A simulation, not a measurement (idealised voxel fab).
process module | voxel transistor to metal
cross-section cut | 175 nm wide | cells 5 nm
A cross-section is a grid of square cells, given in bands from the top down. A band is one or more rows of cells.
Each band's line starts with the height of the band's top and of its bottom, in nm. Then come its materials from left to right, each with its width in nm. One material with "throughout" fills the band from edge to edge. "air" is empty space.
Height 0 is the level under which the wafer as received is all one material. The lowest band goes on downwards, as in "0 down".
A width such as "30 to 40" changes by the same amount from each row of cells to the next, from the band's top row to its bottom row.
"no change" after a step means that no cell of the cross-section changed.
closed voids: empty space of 8 cells or more with no open way to the top, each as width x height at its distance from the left edge, in nm
after a step's settings: what the simulator itself notes on the step
overlay nm, on a step with a mask: how far to the right of its planned place the mask lay; to the left if negative
plan
1 op RECEIVE | material Si
2 op OXIDIZE | depth nm 5
3 op CONFORMAL_DEP | material SiN | thk nm 15
4 op DIRECTIONAL_DEP | material aC | thk nm 10
5 op PATTERN | tone cover | mask id ACTIVE | material resist | width nm 105 | thk nm 30 | overlay nm 0
6 op DIRECTIONAL_ETCH | etch materials aC | depth nm 10
7 op STRIP | etch materials resist
8 op DIRECTIONAL_ETCH | etch materials SiN | depth nm 15
9 op DIRECTIONAL_ETCH | etch materials SiO2 | depth nm 5
10 op DIRECTIONAL_ETCH | etch materials Si | depth nm 35
11 op STRIP | etch materials aC
12 op OXIDIZE | depth nm 5
13 op FILL_DEP | material SiO2 | thk nm 5
14 op CMP | height nm 15
15 op SELECTIVE_ETCH | etch materials SiO2 | depth nm 5
16 op STRIP | etch materials SiN
17 op SELECTIVE_ETCH | etch materials SiO2 | depth nm 5
18 op OXIDIZE | depth nm 5
19 op DIRECTIONAL_DEP | material polySi | thk nm 25
20 op DIRECTIONAL_DEP | material SiCN | thk nm 10
21 op PATTERN | tone cover | mask id GATE | material resist | width nm 15 | thk nm 20 | overlay nm 0
22 op DIRECTIONAL_ETCH | etch materials SiCN | depth nm 20
23 op DIRECTIONAL_ETCH | etch materials polySi | depth nm 35
24 op STRIP | etch materials resist
25 op CONFORMAL_DEP | material SiO2 | thk nm 5
26 op DIRECTIONAL_ETCH | etch materials SiO2 | depth nm 5
27 op CONFORMAL_DEP | material SiN | thk nm 5
28 op DIRECTIONAL_ETCH | etch materials SiN | depth nm 5
29 op DIRECTIONAL_ETCH | etch materials SiO2 | depth nm 5
30 op DIRECTIONAL_ETCH | etch materials Si | depth nm 5
31 op EPI | material pSi | thk nm 5
32 op FILL_DEP | material SiO2 | thk nm 5
33 op CMP | height nm 30
34 op DIRECTIONAL_DEP | material SiO2 | thk nm 15
35 op DIRECTIONAL_DEP | material aC | thk nm 10
36 op PATTERN | tone open | mask id CONTACT | material resist | width nm 30 | pitch nm 55 | thk nm 30 | overlay nm 0
37 op DIRECTIONAL_ETCH | etch materials aC | depth nm 10
38 op STRIP | etch materials resist
39 op DIRECTIONAL_ETCH | etch materials SiO2 | depth nm 55
40 op STRIP | etch materials aC
41 op CONFORMAL_DEP | material TiN | thk nm 5
42 op FILL_DEP | material W | thk nm 5
43 op CMP | height nm 45
44 op CONFORMAL_DEP | material SiN | thk nm 5
45 op DIRECTIONAL_DEP | material SiO2 | thk nm 15
46 op PATTERN | tone open | mask id METAL_1 | material resist | width nm 20 | pitch nm 65 | thk nm 20 | overlay nm 0
47 op DIRECTIONAL_ETCH | etch materials SiO2 | depth nm 15
48 op DIRECTIONAL_ETCH | etch materials SiN | depth nm 5
49 op STRIP | etch materials resist
50 op CONFORMAL_DEP | material TiN | thk nm 5
51 op FILL_DEP | material Ru | thk nm 5
52 op CMP | height nm 65
53 op EPI | material Ru | thk nm 5
54 op FILL_DEP | material SiCN | thk nm 5
first wafer, as planned
as received, after step 1
  0 down: Si throughout
  closed voids: none
after step 2
  0 to -5: SiO2 throughout
  below -5: unchanged
after step 3
  15 to 0: SiN throughout
  below 0: unchanged
after step 4
  25 to 15: aC throughout
  below 15: unchanged
after step 5
  55 to 25: air 35 | resist 105 | air 35
  below 25: unchanged
after step 6
  45 to 25: air 35 | resist 105 | air 35
  25 to 15: air 35 | aC 105 | air 35
  below 15: unchanged
after step 7
  25 to 15: air 35 | aC 105 | air 35
  below 15: unchanged
after step 8
  25 to 15: air 35 | aC 105 | air 35
  15 to 0: air 35 | SiN 105 | air 35
  below 0: unchanged
after step 9
  25 to 15: air 35 | aC 105 | air 35
  15 to 0: air 35 | SiN 105 | air 35
  0 to -5: air 35 | SiO2 105 | air 35
  below -5: unchanged
after step 10
  25 to 15: air 35 | aC 105 | air 35
  15 to 0: air 35 | SiN 105 | air 35
  0 to -5: air 35 | SiO2 105 | air 35
  -5 to -40: air 35 | Si 105 | air 35
  below -40: unchanged
after step 11
  15 to 0: air 35 | SiN 105 | air 35
  below 0: unchanged
after step 12
  15 to 0: air 35 | SiN 105 | air 35
  0 to -5: air 35 | SiO2 105 | air 35
  -5 to -40: air 35 | SiO2 5 | Si 95 | SiO2 5 | air 35
  -40 to -45: SiO2 40 | Si 95 | SiO2 40
  below -45: unchanged
after step 13
  20 to 15: SiO2 throughout
  15 to 0: SiO2 35 | SiN 105 | SiO2 35
  0 to -5: SiO2 throughout
  -5 to -45: SiO2 40 | Si 95 | SiO2 40
  below -45: unchanged
after step 14
  15 to 0: SiO2 35 | SiN 105 | SiO2 35
  below 0: unchanged
after step 15
  15 to 10: air 35 | SiN 105 | air 35
  below 10: unchanged
after step 16
  10 to 0: SiO2 35 | air 105 | SiO2 35
  below 0: unchanged
after step 17
  5 to -5: SiO2 30 | air 115 | SiO2 30
  below -5: unchanged
after step 18
  5 to -5: SiO2 30 | air 115 | SiO2 30
  -5 to -10: SiO2 throughout
  below -10: unchanged
after step 19
  30 to 20: polySi 30 | air 115 | polySi 30
  20 to 5: polySi throughout
  5 to -5: SiO2 30 | polySi 115 | SiO2 30
  below -5: unchanged
after step 20
  40 to 30: SiCN 30 | air 115 | SiCN 30
  30 to 20: polySi 30 | SiCN 115 | polySi 30
  below 20: unchanged
after step 21
  60 to 40: air 80 | resist 15 | air 80
  40 to 30: SiCN 30 | air 50 | resist 15 | air 50 | SiCN 30
  below 30: unchanged
after step 22
  60 to 30: air 80 | resist 15 | air 80
  30 to 20: polySi 30 | air 50 | SiCN 15 | air 50 | polySi 30
  below 20: unchanged
after step 23
  60 to 30: air 80 | resist 15 | air 80
  30 to 20: air 80 | SiCN 15 | air 80
  20 to 5: air 80 | polySi 15 | air 80
  5 to -5: SiO2 30 | air 50 | polySi 15 | air 50 | SiO2 30
  below -5: unchanged
after step 24
  30 to 20: air 80 | SiCN 15 | air 80
  below 20: unchanged
after step 25
  35 to 30: air 75 | SiO2 25 | air 75
  30 to 20: air 75 | SiO2 5 | SiCN 15 | SiO2 5 | air 75
  20 to 10: air 75 | SiO2 5 | polySi 15 | SiO2 5 | air 75
  10 to 0: SiO2 35 | air 40 | SiO2 5 | polySi 15 | SiO2 5 | air 40 | SiO2 35
  0 to -5: SiO2 80 | polySi 15 | SiO2 80
  below -5: unchanged
after step 26
  30 to 20: air 75 | SiO2 5 | SiCN 15 | SiO2 5 | air 75
  20 to 5: air 75 | SiO2 5 | polySi 15 | SiO2 5 | air 75
  5 to -5: SiO2 35 | air 40 | SiO2 5 | polySi 15 | SiO2 5 | air 40 | SiO2 35
  below -5: unchanged
after step 27
  35 to 30: air 70 | SiN 35 | air 70
  30 to 20: air 70 | SiN 5 | SiO2 5 | SiCN 15 | SiO2 5 | SiN 5 | air 70
  20 to 10: air 70 | SiN 5 | SiO2 5 | polySi 15 | SiO2 5 | SiN 5 | air 70
  10 to 5: SiN 40 | air 30 | SiN 5 | SiO2 5 | polySi 15 | SiO2 5 | SiN 5 | air 30 | SiN 40
  5 to 0: SiO2 35 | SiN 5 | air 30 | SiN 5 | SiO2 5 | polySi 15 | SiO2 5 | SiN 5 | air 30 | SiN 5 | SiO2 35
  0 to -5: SiO2 35 | SiN 40 | SiO2 5 | polySi 15 | SiO2 5 | SiN 40 | SiO2 35
  below -5: unchanged
after step 28
  30 to 20: air 70 | SiN 5 | SiO2 5 | SiCN 15 | SiO2 5 | SiN 5 | air 70
  20 to 5: air 70 | SiN 5 | SiO2 5 | polySi 15 | SiO2 5 | SiN 5 | air 70
  5 to -5: SiO2 35 | SiN 5 | air 30 | SiN 5 | SiO2 5 | polySi 15 | SiO2 5 | SiN 5 | air 30 | SiN 5 | SiO2 35
  below -5: unchanged
after step 29
  30 to 25: air 70 | SiN 5 | air 5 | SiCN 15 | air 5 | SiN 5 | air 70
  25 to 20: air 70 | SiN 5 | SiO2 5 | SiCN 15 | SiO2 5 | SiN 5 | air 70
  20 to 5: air 70 | SiN 5 | SiO2 5 | polySi 15 | SiO2 5 | SiN 5 | air 70
  5 to 0: air 35 | SiN 5 | air 30 | SiN 5 | SiO2 5 | polySi 15 | SiO2 5 | SiN 5 | air 30 | SiN 5 | air 35
  0 to -5: SiO2 35 | SiN 5 | air 30 | SiN 5 | SiO2 5 | polySi 15 | SiO2 5 | SiN 5 | air 30 | SiN 5 | SiO2 35
  -5 to -10: SiO2 40 | air 30 | SiO2 35 | air 30 | SiO2 40
  below -10: unchanged
after step 30
  30 to 25: air 70 | SiN 5 | air 5 | SiCN 15 | air 5 | SiN 5 | air 70
  25 to 20: air 70 | SiN 5 | SiO2 5 | SiCN 15 | SiO2 5 | SiN 5 | air 70
  20 to 5: air 70 | SiN 5 | SiO2 5 | polySi 15 | SiO2 5 | SiN 5 | air 70
  5 to 0: air 35 | SiN 5 | air 30 | SiN 5 | SiO2 5 | polySi 15 | SiO2 5 | SiN 5 | air 30 | SiN 5 | air 35
  0 to -5: SiO2 35 | SiN 5 | air 30 | SiN 5 | SiO2 5 | polySi 15 | SiO2 5 | SiN 5 | air 30 | SiN 5 | SiO2 35
  -5 to -10: SiO2 40 | air 30 | SiO2 35 | air 30 | SiO2 40
  -10 to -15: SiO2 40 | air 30 | Si 35 | air 30 | SiO2 40
  below -15: unchanged
after step 31
  30 to 25: air 70 | SiN 5 | air 5 | SiCN 15 | air 5 | SiN 5 | air 70
  25 to 20: air 70 | SiN 5 | SiO2 5 | SiCN 15 | SiO2 5 | SiN 5 | air 70
  20 to 5: air 70 | SiN 5 | SiO2 5 | polySi 15 | SiO2 5 | SiN 5 | air 70
  5 to 0: air 35 | SiN 5 | air 30 | SiN 5 | SiO2 5 | polySi 15 | SiO2 5 | SiN 5 | air 30 | SiN 5 | air 35
  0 to -5: SiO2 35 | SiN 5 | air 30 | SiN 5 | SiO2 5 | polySi 15 | SiO2 5 | SiN 5 | air 30 | SiN 5 | SiO2 35
  -5 to -10: SiO2 40 | air 25 | pSi 5 | SiO2 35 | pSi 5 | air 25 | SiO2 40
  -10 to -15: SiO2 40 | pSi 30 | Si 35 | pSi 30 | SiO2 40
  below -15: unchanged
after step 32
  35 to 30: SiO2 throughout
  30 to 20: SiO2 70 | SiN 5 | SiO2 5 | SiCN 15 | SiO2 5 | SiN 5 | SiO2 70
  20 to 5: SiO2 70 | SiN 5 | SiO2 5 | polySi 15 | SiO2 5 | SiN 5 | SiO2 70
  5 to -5: SiO2 35 | SiN 5 | SiO2 30 | SiN 5 | SiO2 5 | polySi 15 | SiO2 5 | SiN 5 | SiO2 30 | SiN 5 | SiO2 35
  -5 to -10: SiO2 65 | pSi 5 | SiO2 35 | pSi 5 | SiO2 65
  below -10: unchanged
after step 33
  30 to 20: SiO2 70 | SiN 5 | SiO2 5 | SiCN 15 | SiO2 5 | SiN 5 | SiO2 70
  below 20: unchanged
after step 34
  45 to 30: SiO2 throughout
  below 30: unchanged
after step 35
  55 to 45: aC throughout
  below 45: unchanged
after step 36
  85 to 55: resist 45 | air 30 | resist 25 | air 30 | resist 45
  below 55: unchanged
after step 37
  75 to 55: resist 45 | air 30 | resist 25 | air 30 | resist 45
  55 to 45: aC 45 | air 30 | aC 25 | air 30 | aC 45
  below 45: unchanged
after step 38
  55 to 45: aC 45 | air 30 | aC 25 | air 30 | aC 45
  below 45: unchanged
after step 39
  55 to 45: aC 45 | air 30 | aC 25 | air 30 | aC 45
  45 to 30: SiO2 45 | air 30 | SiO2 25 | air 30 | SiO2 45
  30 to 20: SiO2 45 | air 25 | SiN 5 | SiO2 5 | SiCN 15 | SiO2 5 | SiN 5 | air 25 | SiO2 45
  20 to 5: SiO2 45 | air 25 | SiN 5 | SiO2 5 | polySi 15 | SiO2 5 | SiN 5 | air 25 | SiO2 45
  5 to -5: SiO2 35 | SiN 5 | SiO2 5 | air 25 | SiN 5 | SiO2 5 | polySi 15 | SiO2 5 | SiN 5 | air 25 | SiO2 5 | SiN 5 | SiO2 35
  -5 to -10: SiO2 45 | air 20 | pSi 5 | SiO2 35 | pSi 5 | air 20 | SiO2 45
  below -10: unchanged
after step 40
  45 to 30: SiO2 45 | air 30 | SiO2 25 | air 30 | SiO2 45
  below 30: unchanged
after step 41
  50 to 45: TiN 50 | air 20 | TiN 35 | air 20 | TiN 50
  45 to 35: SiO2 45 | TiN 5 | air 20 | TiN 5 | SiO2 25 | TiN 5 | air 20 | TiN 5 | SiO2 45
  35 to 30: SiO2 45 | TiN 5 | air 15 | TiN 10 | SiO2 25 | TiN 10 | air 15 | TiN 5 | SiO2 45
  30 to 20: SiO2 45 | TiN 5 | air 15 | TiN 5 | SiN 5 | SiO2 5 | SiCN 15 | SiO2 5 | SiN 5 | TiN 5 | air 15 | TiN 5 | SiO2 45
  20 to 5: SiO2 45 | TiN 5 | air 15 | TiN 5 | SiN 5 | SiO2 5 | polySi 15 | SiO2 5 | SiN 5 | TiN 5 | air 15 | TiN 5 | SiO2 45
  5 to -5: SiO2 35 | SiN 5 | SiO2 5 | TiN 5 | air 15 to 10 | TiN 5 to 10 | SiN 5 | SiO2 5 | polySi 15 | SiO2 5 | SiN 5 | TiN 5 to 10 | air 15 to 10 | TiN 5 | SiO2 5 | SiN 5 | SiO2 35
  -5 to -10: SiO2 45 | TiN 20 | pSi 5 | SiO2 35 | pSi 5 | TiN 20 | SiO2 45
  below -10: unchanged
after step 42
  55 to 50: W throughout
  50 to 45: TiN 50 | W 20 | TiN 35 | W 20 | TiN 50
  45 to 35: SiO2 45 | TiN 5 | W 20 | TiN 5 | SiO2 25 | TiN 5 | W 20 | TiN 5 | SiO2 45
  35 to 30: SiO2 45 | TiN 5 | W 15 | TiN 10 | SiO2 25 | TiN 10 | W 15 | TiN 5 | SiO2 45
  30 to 20: SiO2 45 | TiN 5 | W 15 | TiN 5 | SiN 5 | SiO2 5 | SiCN 15 | SiO2 5 | SiN 5 | TiN 5 | W 15 | TiN 5 | SiO2 45
  20 to 5: SiO2 45 | TiN 5 | W 15 | TiN 5 | SiN 5 | SiO2 5 | polySi 15 | SiO2 5 | SiN 5 | TiN 5 | W 15 | TiN 5 | SiO2 45
  5 to -5: SiO2 35 | SiN 5 | SiO2 5 | TiN 5 | W 15 to 10 | TiN 5 to 10 | SiN 5 | SiO2 5 | polySi 15 | SiO2 5 | SiN 5 | TiN 5 to 10 | W 15 to 10 | TiN 5 | SiO2 5 | SiN 5 | SiO2 35
  below -5: unchanged
after step 43
  45 to 35: SiO2 45 | TiN 5 | W 20 | TiN 5 | SiO2 25 | TiN 5 | W 20 | TiN 5 | SiO2 45
  below 35: unchanged
after step 44
  50 to 45: SiN throughout
  below 45: unchanged
after step 45
  65 to 50: SiO2 throughout
  below 50: unchanged
after step 46
  85 to 65: resist 45 | air 20 | resist 45 | air 20 | resist 45
  below 65: unchanged
after step 47
  85 to 65: resist 45 | air 20 | resist 45 | air 20 | resist 45
  65 to 50: SiO2 45 | air 20 | SiO2 45 | air 20 | SiO2 45
  below 50: unchanged
after step 48
  85 to 65: resist 45 | air 20 | resist 45 | air 20 | resist 45
  65 to 50: SiO2 45 | air 20 | SiO2 45 | air 20 | SiO2 45
  50 to 45: SiN 45 | air 20 | SiN 45 | air 20 | SiN 45
  below 45: unchanged
after step 49
  65 to 50: SiO2 45 | air 20 | SiO2 45 | air 20 | SiO2 45
  below 50: unchanged
after step 50
  70 to 65: TiN 50 | air 10 | TiN 55 | air 10 | TiN 50
  65 to 50: SiO2 45 | TiN 5 | air 10 | TiN 5 | SiO2 45 | TiN 5 | air 10 | TiN 5 | SiO2 45
  50 to 45: SiN 45 | TiN 20 | SiN 45 | TiN 20 | SiN 45
  below 45: unchanged
after step 51
  75 to 70: Ru throughout
  70 to 65: TiN 50 | Ru 10 | TiN 55 | Ru 10 | TiN 50
  65 to 50: SiO2 45 | TiN 5 | Ru 10 | TiN 5 | SiO2 45 | TiN 5 | Ru 10 | TiN 5 | SiO2 45
  below 50: unchanged
after step 52
  65 to 50: SiO2 45 | TiN 5 | Ru 10 | TiN 5 | SiO2 45 | TiN 5 | Ru 10 | TiN 5 | SiO2 45
  below 50: unchanged
after step 53
  70 to 65: air 40 | Ru 30 | air 35 | Ru 30 | air 40
  below 65: unchanged
after step 54
  75 to 70: SiCN throughout
  70 to 65: SiCN 40 | Ru 30 | SiCN 35 | Ru 30 | SiCN 40
  below 65: unchanged
second wafer: like start, like plan, one mistake. Through step 17 it matches the first wafer
when step 18 should have ended
  5 to -5: SiO2 30 | air 115 | SiO2 30
  -5 to -20: SiO2 throughout
  below -20: unchanged
when step 19 should have ended
  30 to 20: polySi 30 | air 115 | polySi 30
  20 to 5: polySi throughout
  5 to -5: SiO2 30 | polySi 115 | SiO2 30
  below -5: unchanged
when step 20 should have ended
  40 to 30: SiCN 30 | air 115 | SiCN 30
  30 to 20: polySi 30 | SiCN 115 | polySi 30
  below 20: unchanged
when step 21 should have ended
  60 to 40: air 80 | resist 15 | air 80
  40 to 30: SiCN 30 | air 50 | resist 15 | air 50 | SiCN 30
  below 30: unchanged
when step 22 should have ended
  60 to 30: air 80 | resist 15 | air 80
  30 to 20: polySi 30 | air 50 | SiCN 15 | air 50 | polySi 30
  below 20: unchanged
when step 23 should have ended
  60 to 30: air 80 | resist 15 | air 80
  30 to 20: air 80 | SiCN 15 | air 80
  20 to 5: air 80 | polySi 15 | air 80
  5 to -5: SiO2 30 | air 50 | polySi 15 | air 50 | SiO2 30
  below -5: unchanged
when step 24 should have ended
  30 to 20: air 80 | SiCN 15 | air 80
  below 20: unchanged
when step 25 should have ended
  35 to 30: air 75 | SiO2 25 | air 75
  30 to 20: air 75 | SiO2 5 | SiCN 15 | SiO2 5 | air 75
  20 to 10: air 75 | SiO2 5 | polySi 15 | SiO2 5 | air 75
  10 to 0: SiO2 35 | air 40 | SiO2 5 | polySi 15 | SiO2 5 | air 40 | SiO2 35
  0 to -5: SiO2 80 | polySi 15 | SiO2 80
  below -5: unchanged
when step 26 should have ended
  30 to 20: air 75 | SiO2 5 | SiCN 15 | SiO2 5 | air 75
  20 to 5: air 75 | SiO2 5 | polySi 15 | SiO2 5 | air 75
  5 to -5: SiO2 35 | air 40 | SiO2 5 | polySi 15 | SiO2 5 | air 40 | SiO2 35
  below -5: unchanged
when step 27 should have ended
  35 to 30: air 70 | SiN 35 | air 70
  30 to 20: air 70 | SiN 5 | SiO2 5 | SiCN 15 | SiO2 5 | SiN 5 | air 70
  20 to 10: air 70 | SiN 5 | SiO2 5 | polySi 15 | SiO2 5 | SiN 5 | air 70
  10 to 5: SiN 40 | air 30 | SiN 5 | SiO2 5 | polySi 15 | SiO2 5 | SiN 5 | air 30 | SiN 40
  5 to 0: SiO2 35 | SiN 5 | air 30 | SiN 5 | SiO2 5 | polySi 15 | SiO2 5 | SiN 5 | air 30 | SiN 5 | SiO2 35
  0 to -5: SiO2 35 | SiN 40 | SiO2 5 | polySi 15 | SiO2 5 | SiN 40 | SiO2 35
  below -5: unchanged
when step 28 should have ended
  30 to 20: air 70 | SiN 5 | SiO2 5 | SiCN 15 | SiO2 5 | SiN 5 | air 70
  20 to 5: air 70 | SiN 5 | SiO2 5 | polySi 15 | SiO2 5 | SiN 5 | air 70
  5 to -5: SiO2 35 | SiN 5 | air 30 | SiN 5 | SiO2 5 | polySi 15 | SiO2 5 | SiN 5 | air 30 | SiN 5 | SiO2 35
  below -5: unchanged
when step 29 should have ended
  30 to 25: air 70 | SiN 5 | air 5 | SiCN 15 | air 5 | SiN 5 | air 70
  25 to 20: air 70 | SiN 5 | SiO2 5 | SiCN 15 | SiO2 5 | SiN 5 | air 70
  20 to 5: air 70 | SiN 5 | SiO2 5 | polySi 15 | SiO2 5 | SiN 5 | air 70
  5 to 0: air 35 | SiN 5 | air 30 | SiN 5 | SiO2 5 | polySi 15 | SiO2 5 | SiN 5 | air 30 | SiN 5 | air 35
  0 to -5: SiO2 35 | SiN 5 | air 30 | SiN 5 | SiO2 5 | polySi 15 | SiO2 5 | SiN 5 | air 30 | SiN 5 | SiO2 35
  -5 to -10: SiO2 40 | air 30 | SiO2 35 | air 30 | SiO2 40
  below -10: unchanged
when step 30 should have ended: no change
when step 31 should have ended: no change
when step 32 should have ended
  35 to 30: SiO2 throughout
  30 to 20: SiO2 70 | SiN 5 | SiO2 5 | SiCN 15 | SiO2 5 | SiN 5 | SiO2 70
  20 to 5: SiO2 70 | SiN 5 | SiO2 5 | polySi 15 | SiO2 5 | SiN 5 | SiO2 70
  5 to -5: SiO2 35 | SiN 5 | SiO2 30 | SiN 5 | SiO2 5 | polySi 15 | SiO2 5 | SiN 5 | SiO2 30 | SiN 5 | SiO2 35
  -5 to -20: SiO2 throughout
  below -20: unchanged
when step 33 should have ended
  30 to 20: SiO2 70 | SiN 5 | SiO2 5 | SiCN 15 | SiO2 5 | SiN 5 | SiO2 70
  below 20: unchanged
when step 34 should have ended
  45 to 30: SiO2 throughout
  below 30: unchanged
when step 35 should have ended
  55 to 45: aC throughout
  below 45: unchanged
when step 36 should have ended
  85 to 55: resist 45 | air 30 | resist 25 | air 30 | resist 45
  below 55: unchanged
when step 37 should have ended
  75 to 55: resist 45 | air 30 | resist 25 | air 30 | resist 45
  55 to 45: aC 45 | air 30 | aC 25 | air 30 | aC 45
  below 45: unchanged
when step 38 should have ended
  55 to 45: aC 45 | air 30 | aC 25 | air 30 | aC 45
  below 45: unchanged
when step 39 should have ended
  55 to 45: aC 45 | air 30 | aC 25 | air 30 | aC 45
  45 to 30: SiO2 45 | air 30 | SiO2 25 | air 30 | SiO2 45
  30 to 20: SiO2 45 | air 25 | SiN 5 | SiO2 5 | SiCN 15 | SiO2 5 | SiN 5 | air 25 | SiO2 45
  20 to 5: SiO2 45 | air 25 | SiN 5 | SiO2 5 | polySi 15 | SiO2 5 | SiN 5 | air 25 | SiO2 45
  5 to -5: SiO2 35 | SiN 5 | SiO2 5 | air 25 | SiN 5 | SiO2 5 | polySi 15 | SiO2 5 | SiN 5 | air 25 | SiO2 5 | SiN 5 | SiO2 35
  -5 to -10: SiO2 45 | air 25 | SiO2 35 | air 25 | SiO2 45
  below -10: unchanged
when step 40 should have ended
  45 to 30: SiO2 45 | air 30 | SiO2 25 | air 30 | SiO2 45
  below 30: unchanged
when step 41 should have ended
  50 to 45: TiN 50 | air 20 | TiN 35 | air 20 | TiN 50
  45 to 35: SiO2 45 | TiN 5 | air 20 | TiN 5 | SiO2 25 | TiN 5 | air 20 | TiN 5 | SiO2 45
  35 to 30: SiO2 45 | TiN 5 | air 15 | TiN 10 | SiO2 25 | TiN 10 | air 15 | TiN 5 | SiO2 45
  30 to 20: SiO2 45 | TiN 5 | air 15 | TiN 5 | SiN 5 | SiO2 5 | SiCN 15 | SiO2 5 | SiN 5 | TiN 5 | air 15 | TiN 5 | SiO2 45
  20 to 5: SiO2 45 | TiN 5 | air 15 | TiN 5 | SiN 5 | SiO2 5 | polySi 15 | SiO2 5 | SiN 5 | TiN 5 | air 15 | TiN 5 | SiO2 45
  5 to -5: SiO2 35 | SiN 5 | SiO2 5 | TiN 5 | air 15 | TiN 5 | SiN 5 | SiO2 5 | polySi 15 | SiO2 5 | SiN 5 | TiN 5 | air 15 | TiN 5 | SiO2 5 | SiN 5 | SiO2 35
  -5 to -10: SiO2 45 | TiN 25 | SiO2 35 | TiN 25 | SiO2 45
  below -10: unchanged
when step 42 should have ended
  55 to 50: W throughout
  50 to 45: TiN 50 | W 20 | TiN 35 | W 20 | TiN 50
  45 to 35: SiO2 45 | TiN 5 | W 20 | TiN 5 | SiO2 25 | TiN 5 | W 20 | TiN 5 | SiO2 45
  35 to 30: SiO2 45 | TiN 5 | W 15 | TiN 10 | SiO2 25 | TiN 10 | W 15 | TiN 5 | SiO2 45
  30 to 20: SiO2 45 | TiN 5 | W 15 | TiN 5 | SiN 5 | SiO2 5 | SiCN 15 | SiO2 5 | SiN 5 | TiN 5 | W 15 | TiN 5 | SiO2 45
  20 to 5: SiO2 45 | TiN 5 | W 15 | TiN 5 | SiN 5 | SiO2 5 | polySi 15 | SiO2 5 | SiN 5 | TiN 5 | W 15 | TiN 5 | SiO2 45
  5 to -5: SiO2 35 | SiN 5 | SiO2 5 | TiN 5 | W 15 | TiN 5 | SiN 5 | SiO2 5 | polySi 15 | SiO2 5 | SiN 5 | TiN 5 | W 15 | TiN 5 | SiO2 5 | SiN 5 | SiO2 35
  below -5: unchanged
when step 43 should have ended
  45 to 35: SiO2 45 | TiN 5 | W 20 | TiN 5 | SiO2 25 | TiN 5 | W 20 | TiN 5 | SiO2 45
  below 35: unchanged
when step 44 should have ended
  50 to 45: SiN throughout
  below 45: unchanged
when step 45 should have ended
  65 to 50: SiO2 throughout
  below 50: unchanged
when step 46 should have ended
  85 to 65: resist 45 | air 20 | resist 45 | air 20 | resist 45
  below 65: unchanged
when step 47 should have ended
  85 to 65: resist 45 | air 20 | resist 45 | air 20 | resist 45
  65 to 50: SiO2 45 | air 20 | SiO2 45 | air 20 | SiO2 45
  below 50: unchanged
when step 48 should have ended
  85 to 65: resist 45 | air 20 | resist 45 | air 20 | resist 45
  65 to 50: SiO2 45 | air 20 | SiO2 45 | air 20 | SiO2 45
  50 to 45: SiN 45 | air 20 | SiN 45 | air 20 | SiN 45
  below 45: unchanged
when step 49 should have ended
  65 to 50: SiO2 45 | air 20 | SiO2 45 | air 20 | SiO2 45
  below 50: unchanged
when step 50 should have ended
  70 to 65: TiN 50 | air 10 | TiN 55 | air 10 | TiN 50
  65 to 50: SiO2 45 | TiN 5 | air 10 | TiN 5 | SiO2 45 | TiN 5 | air 10 | TiN 5 | SiO2 45
  50 to 45: SiN 45 | TiN 20 | SiN 45 | TiN 20 | SiN 45
  below 45: unchanged
when step 51 should have ended
  75 to 70: Ru throughout
  70 to 65: TiN 50 | Ru 10 | TiN 55 | Ru 10 | TiN 50
  65 to 50: SiO2 45 | TiN 5 | Ru 10 | TiN 5 | SiO2 45 | TiN 5 | Ru 10 | TiN 5 | SiO2 45
  below 50: unchanged
when step 52 should have ended
  65 to 50: SiO2 45 | TiN 5 | Ru 10 | TiN 5 | SiO2 45 | TiN 5 | Ru 10 | TiN 5 | SiO2 45
  below 50: unchanged
when step 53 should have ended
  70 to 65: air 40 | Ru 30 | air 35 | Ru 30 | air 40
  below 65: unchanged
when step 54 should have ended
  75 to 70: SiCN throughout
  70 to 65: SiCN 40 | Ru 30 | SiCN 35 | Ru 30 | SiCN 40
  below 65: unchanged
what went wrong: step 18 ran as: op OXIDIZE | depth nm 15
at the end the second wafer has, in cells: 26 fewer of Si | 38 more of SiO2 | 2 more of W | 14 fewer of pSi
